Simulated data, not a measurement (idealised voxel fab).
The following process module bears the name voxel gate over fins.
cross-section cut | 235 nm wide | cells 5 nm
A cross-section is written here as square cells arranged in a grid, and it is given in bands from the top down, each band taking up one or more rows of cells.
The entry gives the band's vertical extent as a top height and a bottom height in nm, then its horizontal make-up as materials from left to right, each with a width in nm. "blank" stands for empty space; a single material marked "edge to edge" fills the band edge to edge.
It should be noted that heights are counted from 0, beneath which the wafer as supplied is of one material throughout, and that the lowest band possesses no lower boundary but continues downward, as written in "0 and below".
It should be noted that a width expressed as "30->40" varies in equal increments from row to row of cells within the band, taking the value of the first number at the top row and that of the second number at the bottom row.
"same as before", as given for a step, is the statement that not any cell of the cross-section underwent a change during that step.
The list in "Enclosed void listing" covers empty spaces of 8 cells or more that cannot reach the top through any open way, and it gives each as width x height at distance; the distance is from the left edge, and width, height and distance are in nm.
Anything after a step's settings on that line? It's the simulator's own note about the step.
"overlay nm" answers the question of how far to the right of plan the mask lay on a step that has a mask, and when it is negative the answer is to the left.
The following list gives the planned process steps:
- 1: RECEIVE with material Si
- 2: CONFORMAL_DEP with material SiN, thk nm 10
- 3: DIRECTIONAL_DEP with material aC, thk nm 15
- 4: PATTERN with tone cover, mask id FINS, material resist, width nm 15, pitch nm 45, thk nm 35, overlay nm 0
- 5: DIRECTIONAL_ETCH with etch materials aC, depth nm 15
- 6: STRIP with etch materials resist
- 7: DIRECTIONAL_ETCH with etch materials SiN, depth nm 10
- 8: DIRECTIONAL_ETCH with etch materials Si, depth nm 40
- 9: STRIP with etch materials aC
- 10: OXIDIZE with depth nm 5
- 11: FILL_DEP with material SiO2, thk nm 5
- 12: CMP with height nm 10
- 13: SELECTIVE_ETCH with etch materials SiO2, depth nm 20
- 14: STRIP with etch materials SiN
- 15: CONFORMAL_DEP with material HfO2, thk nm 5
- 16: CONFORMAL_DEP with material TiN, thk nm 5
- 17: FILL_DEP with material W, thk nm 10
- 18: CMP with height nm 15
- 19: CONFORMAL_DEP with material SiN, thk nm 10
Wafer-to-wafer difference: thk nm, step 16. Common start. Plan = first wafer's value.
First of several wafers, received after step 1, in cross-section:
  0 and below: Si edge to edge
  Enclosed void listing: none
First of several wafers in cross-section at module end, following the final step, step 19:
  25 down to 15: SiN edge to edge
  15 down to 10: W edge to edge
  10 down to 5: W (80), TiN (25), W (20), TiN (25), W (85)
  5 down to 0: W (80), TiN (5), HfO2 (15), TiN (5), W (20), TiN (5), HfO2 (15), TiN (5), W (85)
  0 down to -5: TiN (85), HfO2 (5), Si (5), HfO2 (5), TiN (30), HfO2 (5), Si (5), HfO2 (5), TiN (90)
  -5 down to -10: HfO2 (90), Si (5), HfO2 (40), Si (5), HfO2 (95)
  -10 down to -45: SiO2 (90), Si (5), SiO2 (40), Si (5), SiO2 (95)
  -45 and below: Si edge to edge
  Enclosed void listing: none
Of the several wafers, the last: cross-section at the end of the module:
  25 down to 15: SiN edge to edge
  15 down to 5: TiN edge to edge
  5 down to 0: TiN (85), HfO2 (15), TiN (30), HfO2 (15), TiN (90)
  0 down to -5: TiN (85), HfO2 (5), Si (5), HfO2 (5), TiN (30), HfO2 (5), Si (5), HfO2 (5), TiN (90)
  -5 down to -10: HfO2 (90), Si (5), HfO2 (40), Si (5), HfO2 (95)
  -10 down to -45: SiO2 (90), Si (5), SiO2 (40), Si (5), SiO2 (95)
  -45 and below: Si edge to edge
  Enclosed void listing: none
Take any row and you have a wafer at the end of the module: how many cells of each material it has gained (+) or lost (-) since it was received, and then its closed voids:
thk nm 5; +55 HfO2; -405 Si; +94 SiN; +315 SiO2; +55 TiN; +121 W; Enclosed void listing: none
thk nm 10; +55 HfO2; -405 Si; +94 SiN; +315 SiO2; +110 TiN; +66 W; Enclosed void listing: none
thk nm 15; +55 HfO2; -405 Si; +94 SiN; +315 SiO2; +147 TiN; +29 W; Enclosed void listing: none
thk nm 20; +55 HfO2; -405 Si; +94 SiN; +315 SiO2; +176 TiN; Enclosed void listing: none
